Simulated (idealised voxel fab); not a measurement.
process module | voxel tone inversion
cross-section cut | 255 nm wide | cells 5 nm
A cross-section is a grid of square cells, given in bands from the top down. A band is one or more rows of cells.
Each band's line starts with the height of the band's top and of its bottom, in nm. Then come its materials from left to right, each with its width in nm. One material with "throughout" fills the band from edge to edge. "air" is empty space.
Height 0 is the level under which the wafer as received is all one material. The lowest band goes on downwards, as in "0 down".
A width such as "30 to 40" changes by the same amount from each row of cells to the next, from the band's top row to its bottom row.
"no change" after a step means that no cell of the cross-section changed.
closed voids: empty space of 8 cells or more with no open way to the top, each as width x height at its distance from the left edge, in nm
after a step's settings: what the simulator itself notes on the step
overlay nm, on a step with a mask: how far to the right of its planned place the mask lay; to the left if negative
plan
1 op RECEIVE | material Si
2 op CONFORMAL_DEP | material SiN | thk nm 5
3 op DIRECTIONAL_DEP | material aC | thk nm 20
4 op PATTERN | tone cover | mask id POSTS | material resist | width nm 25 | pitch nm 55 | thk nm 25 | overlay nm 0
5 op DIRECTIONAL_ETCH | etch materials aC | depth nm 20
6 op STRIP | etch materials resist
7 op FILL_DEP | material SiO2 | thk nm 10
8 op CMP | height nm 25
9 op STRIP | etch materials aC
10 op CONFORMAL_DEP | material TiN | thk nm 5
11 op FILL_DEP | material Cu | thk nm 10
12 op CMP | height nm 25
13 op CONFORMAL_DEP | material SiN | thk nm 5
as received, after step 1
  0 down: Si throughout
  closed voids: none
a wafer at the end: this start, this plan, one mistake
  30 to 25: SiN throughout
  25 to 10: SiO2 20 | TiN 5 | Cu 15 | TiN 5 | SiO2 30 | TiN 5 | Cu 15 | TiN 5 | SiO2 30 | TiN 5 | Cu 15 | TiN 5 | SiO2 30 | TiN 5 | Cu 15 | TiN 5 | SiO2 45
  10 to 5: SiO2 20 | TiN 25 | SiO2 30 | TiN 25 | SiO2 30 | TiN 25 | SiO2 30 | TiN 25 | SiO2 45
  5 to 0: SiN throughout
  0 down: Si throughout
  closed voids: none
what went wrong: step 4 ran as: op PATTERN | tone cover | mask id POSTS | material resist | width nm 25 | pitch nm 55 | thk nm 25 | overlay nm -10
